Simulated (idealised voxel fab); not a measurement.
process module | voxel released beams
cross-section cut | 240 nm wide | cells 5 nm
A cross-section is a grid of square cells, given in bands from the top down. A band is one or more rows of cells.
Each band's line starts with the height of the band's top and of its bottom, in nm. Then come its materials from left to right, each with its width in nm. One material with "throughout" fills the band from edge to edge. "air" is empty space.
Height 0 is the level under which the wafer as received is all one material. The lowest band goes on downwards, as in "0 down".
A width such as "30 to 40" changes by the same amount from each row of cells to the next, from the band's top row to its bottom row.
"no change" after a step means that no cell of the cross-section changed.
closed voids: empty space of 8 cells or more with no open way to the top, each as width x height at its distance from the left edge, in nm
after a step's settings: what the simulator itself notes on the step
overlay nm, on a step with a mask: how far to the right of its planned place the mask lay; to the left if negative
plan
1 op RECEIVE | material Si
2 op CONFORMAL_DEP | material SiN | thk nm 5
3 op DIRECTIONAL_DEP | material SiO2 | thk nm 20
4 op DIRECTIONAL_DEP | material aC | thk nm 10
5 op PATTERN | tone open | mask id ANCHOR | material resist | width nm 40 | thk nm 25 | overlay nm 0
6 op DIRECTIONAL_ETCH | etch materials aC | depth nm 10
7 op STRIP | etch materials resist
8 op DIRECTIONAL_ETCH | etch materials SiO2 | depth nm 20
9 op STRIP | etch materials aC
10 op CONFORMAL_DEP | material polySi | thk nm 15
11 op DIRECTIONAL_DEP | material aC | thk nm 10
12 op PATTERN | tone cover | mask id BEAM | material resist | width nm 90 | thk nm 30 | overlay nm 0
13 op DIRECTIONAL_ETCH | etch materials aC | depth nm 10
14 op STRIP | etch materials resist
15 op DIRECTIONAL_ETCH | etch materials polySi | depth nm 15
16 op STRIP | etch materials aC
17 op STRIP | etch materials SiO2
as received, after step 1
  0 down: Si throughout
  closed voids: none
a wafer at the end: this start, this plan, one mistake
  40 to 25: air 75 | polySi 15 | air 10 | polySi 55 | air 85
  25 to 20: air 75 | polySi 15 | air 10 | polySi 15 | air 125
  20 to 5: air 75 | polySi 40 | air 125
  5 to 0: SiN throughout
  0 down: Si throughout
  closed voids: none
what went wrong: step 12 ran as: op PATTERN | tone cover | mask id BEAM | material resist | width nm 80 | thk nm 30 | overlay nm 0
